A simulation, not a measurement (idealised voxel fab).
Process module heading - voxel wiring stack
Xsec cut, 270 nm wide, square cell size 5 nm.
How to read a cross-section here: the picture is a grid of square cells, written as bands going from the top down, and any band can span one or more rows of cells.
Top, bottom (nm), then materials left to right with widths (nm); lone material tagged "edge to edge" fills the whole band edge to edge; "air" = empty space.
Note: height 0 marks the level under which the wafer is uniformly one material as received. Lowest band unbounded below, written "0..down".
Note: "30->40" means the width goes from the first number (top row of the band) to the second number (bottom row) in equal steps per row of cells.
The cross-section has no changed cell in any step marked "remains unaltered".
Closed void roster: empty space of 8 cells or more with no open way to the top, each as width x height at its distance from the left edge, in nm
after a step's settings: what the simulator itself notes on the step
The setting "overlay nm" may be written on the line of a step. When the step uses a mask, the value reports how far to the right of the planned place the mask lay, and a negative value reports that it lay to the left.
**The process steps that were planned are listed below**
step 1: RECEIVE, material Si
step 2: CONFORMAL_DEP, material SiO2, thk nm 15
step 3: CONFORMAL_DEP, material SiN, thk nm 5
step 4: DIRECTIONAL_DEP, material SiO2, thk nm 15
step 5: PATTERN, tone open, mask id METAL_1, material resist, width nm 30, pitch nm 50, thk nm 20, overlay nm 0
step 6: DIRECTIONAL_ETCH, etch materials SiO2, depth nm 15
step 7: DIRECTIONAL_ETCH, etch materials SiN, depth nm 5
step 8: STRIP, etch materials resist
step 9: CONFORMAL_DEP, material TiN, thk nm 5
step 10: FILL_DEP, material Cu, thk nm 10
step 11: CMP, height nm 35
step 12: CONFORMAL_DEP, material SiCN, thk nm 5
step 13: DIRECTIONAL_DEP, material lowk, thk nm 25
step 14: MASKED_ETCH, tone open, mask id METAL_2_HOLES, width nm 15, etch materials lowk, depth nm 25, overlay nm 0
step 15: DIRECTIONAL_DEP, material aC, thk nm 10
step 16: PATTERN, tone open, mask id METAL_2, material resist, width nm 30, pitch nm 50, thk nm 25, overlay nm 0
step 17: DIRECTIONAL_ETCH, etch materials aC, depth nm 10
step 18: STRIP, etch materials resist
step 19: DIRECTIONAL_ETCH, etch materials lowk, depth nm 15
step 20: DIRECTIONAL_ETCH, etch materials SiCN, depth nm 5
step 21: STRIP, etch materials aC
step 22: CONFORMAL_DEP, material TiN, thk nm 5
step 23: FILL_DEP, material Ru, thk nm 5
step 24: CMP, height nm 65
step 25: CONFORMAL_DEP, material SiCN, thk nm 5
step 26: DIRECTIONAL_DEP, material SiO2, thk nm 10
step 27: MASKED_ETCH, tone open, mask id PLUG_2, width nm 15, etch materials SiO2, depth nm 10, overlay nm 0
step 28: MASKED_ETCH, tone open, mask id PLUG_2, width nm 15, etch materials SiCN, depth nm 5, overlay nm 0
step 29: CONFORMAL_DEP, material TiN, thk nm 5
step 30: FILL_DEP, material Ru, thk nm 5
step 31: CMP, height nm 80
step 32: CONFORMAL_DEP, material SiN, thk nm 5
step 33: DIRECTIONAL_DEP, material SiO2, thk nm 20
step 34: MASKED_ETCH, tone open, mask id METAL_3, width nm 30, pitch nm 50, etch materials SiO2, depth nm 20, overlay nm 0
step 35: MASKED_ETCH, tone open, mask id METAL_3, width nm 30, pitch nm 50, etch materials SiN, depth nm 5, overlay nm 0
step 36: CONFORMAL_DEP, material TiN, thk nm 5
step 37: FILL_DEP, material Ru, thk nm 5
step 38: CMP, height nm 105
step 39: CONFORMAL_DEP, material SiN, thk nm 5
**So this is the incoming wafer in cross-section - it's already been through step 1**
  0..down = Si edge to edge
  Closed void roster: none
**Cross-section taken at module completion on the first of two wafers; processed per the plan**
  110..105 = SiN edge to edge
  105..85 = SiO2: 95 | TiN: 5 | Ru: 20 | TiN: 5 | SiO2: 20 | TiN: 5 | Ru: 20 | TiN: 5 | SiO2: 95
  85..80 = SiN: 95 | TiN: 30 | SiN: 20 | TiN: 30 | SiN: 95
  80..70 = SiO2: 95 | TiN: 5 | Ru: 5 | TiN: 5 | SiO2: 160
  70..65 = SiCN: 95 | TiN: 15 | SiCN: 160
  65..55 = lowk: 95 | TiN: 5 | Ru: 20 | TiN: 5 | lowk: 20 | TiN: 5 | Ru: 20 | TiN: 5 | lowk: 95
  55..50 = lowk: 95 | TiN: 5 | Ru: 5 | TiN: 20 | lowk: 20 | TiN: 30 | lowk: 95
  50..40 = lowk: 95 | TiN: 5 | Ru: 5 | TiN: 5 | lowk: 160
  40..35 = SiCN: 95 | TiN: 15 | SiCN: 160
  35..20 = SiO2: 95 | TiN: 5 | Cu: 20 | TiN: 5 | SiO2: 20 | TiN: 5 | Cu: 20 | TiN: 5 | SiO2: 95
  20..15 = SiN: 95 | TiN: 30 | SiN: 20 | TiN: 30 | SiN: 95
  15..0 = SiO2 edge to edge
  0..down = Si edge to edge
  Closed void roster: none
**second wafer at the end: like start, like plan, one mistake**
  110..105 = SiN edge to edge
  105..85 = SiO2: 95 | TiN: 5 | Ru: 20 | TiN: 5 | SiO2: 20 | TiN: 5 | Ru: 20 | TiN: 5 | SiO2: 95
  85..80 = SiN: 95 | TiN: 30 | SiN: 20 | TiN: 30 | SiN: 95
  80..70 = SiO2: 95 | TiN: 5 | Ru: 5 | TiN: 5 | SiO2: 160
  70..65 = SiCN: 95 | TiN: 15 | SiCN: 160
  65..55 = lowk: 95 | TiN: 5 | Ru: 20 | TiN: 5 | lowk: 20 | TiN: 5 | Ru: 20 | TiN: 5 | lowk: 95
  55..50 = lowk: 95 | TiN: 5 | Ru: 5 | TiN: 20 | lowk: 20 | TiN: 30 | lowk: 95
  50..40 = lowk: 95 | TiN: 5 | Ru: 5 | TiN: 5 | lowk: 160
  40..35 = SiCN: 95 | TiN: 15 | SiCN: 160
  35..30 = Cu edge to edge
  30..25 = TiN: 100 | Cu: 20 | TiN: 30 | Cu: 20 | TiN: 100
  25..10 = SiO2: 95 | TiN: 5 | Cu: 20 | TiN: 5 | SiO2: 20 | TiN: 5 | Cu: 20 | TiN: 5 | SiO2: 95
  10..5 = SiN: 95 | TiN: 30 | SiN: 20 | TiN: 30 | SiN: 95
  5..0 = SiO2 edge to edge
  0..down = Si edge to edge
  Closed void roster: none
Processing error: not per plan at step 2, really ran CONFORMAL_DEP, material SiO2, thk nm 5
Wafer comparison, final, in cells, second relative to first, materials more or fewer: +62 Cu | -108 SiO2 | +46 TiN
